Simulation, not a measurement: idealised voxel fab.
The document below concerns the process module designated voxel ribs on slabs.
Each square cell in cross-section cut measures 5 nm, and the section as a whole is 270 nm wide.
Cross-sections here: square-cell grids, written as top-down lists of bands, a band being one or more rows of cells.
Read a band's entry like this: the first values are the height of its top and the height of its bottom in nm, and what follows is the sequence of materials from left to right, each with its width in nm. Note that "air" is empty space, and that a single material marked "all across" reaches across the band from edge to edge.
Heights are reckoned from 0. Under this level, the received wafer is all of one material. The bottommost band is open-ended downward, for example "0 down".
The notation "30->40" denotes a width that varies across the rows of cells in the band, beginning at the first number in the top row, finishing at the second number in the bottom row, and changing by an identical amount from each row to the next.
Where a step carries "no change", the cross-section came out of it unchanged, cell for cell.
The entry "Closed internal cavities" lists the empty spaces that cover at least 8 cells and have no open path to the top. Each is written as width x height at distance, where the distance is measured from the left edge and all three values are in nm.
Whatever follows a step's settings on its line is a remark the simulator itself makes about that step.
Steps that use a mask can have "overlay nm" on their line. It says how far the mask sat to the right of where it was meant to be. Negative means to the left.

Process steps (planned):
1,RECEIVE | material Si
2,DIRECTIONAL_DEP | material SiO2 | thk nm 30
3,DIRECTIONAL_DEP | material SiN | thk nm 20
4,PATTERN | tone cover | mask id RIB | material resist | width nm 25 | thk nm 20 | overlay nm 0
5,DIRECTIONAL_ETCH | etch materials SiN | depth nm 15
6,STRIP | etch materials resist
7,PATTERN | tone cover | mask id SLAB | material resist | width nm 55 | thk nm 20 | overlay nm 0
8,DIRECTIONAL_ETCH | etch materials SiN | depth nm 5
9,STRIP | etch materials resist
10,FILL_DEP | material SiO2 | thk nm 15
11,CMP | height nm 60
12,DIRECTIONAL_DEP | material W | thk nm 10
13,MASKED_ETCH | tone cover | mask id HEATER | width nm 35 | etch materials W | depth nm 10 | overlay nm 0
14,CONFORMAL_DEP | material SiN | thk nm 5

Incoming wafer in cross-section (state: after step 1):
> 0 down = Si all across
> Closed internal cavities: none

End-of-module cross-section. Starting structure and process plan as above; one mistake made in running it:
> 75 to 70 = 110 of air  45 of SiN  115 of air
> 70 to 65 = 110 of air  5 of SiN  35 of W  5 of SiN  115 of air
> 65 to 60 = 115 of SiN  35 of W  120 of SiN
> 60 to 50 = SiO2 all across
> 50 to 45 = 105 of SiO2  15 of SiN  25 of SiO2  15 of SiN  110 of SiO2
> 45 to 35 = 120 of SiN  25 of SiO2  125 of SiN
> 35 to 30 = SiN all across
> 30 to 0 = SiO2 all across
> 0 down = Si all across
> Closed internal cavities: none
Where did the run depart from the plan? step 4: run off-plan, actual operation and settings PATTERN | tone open | mask id RIB | material resist | width nm 25 | thk nm 20 | overlay nm 0
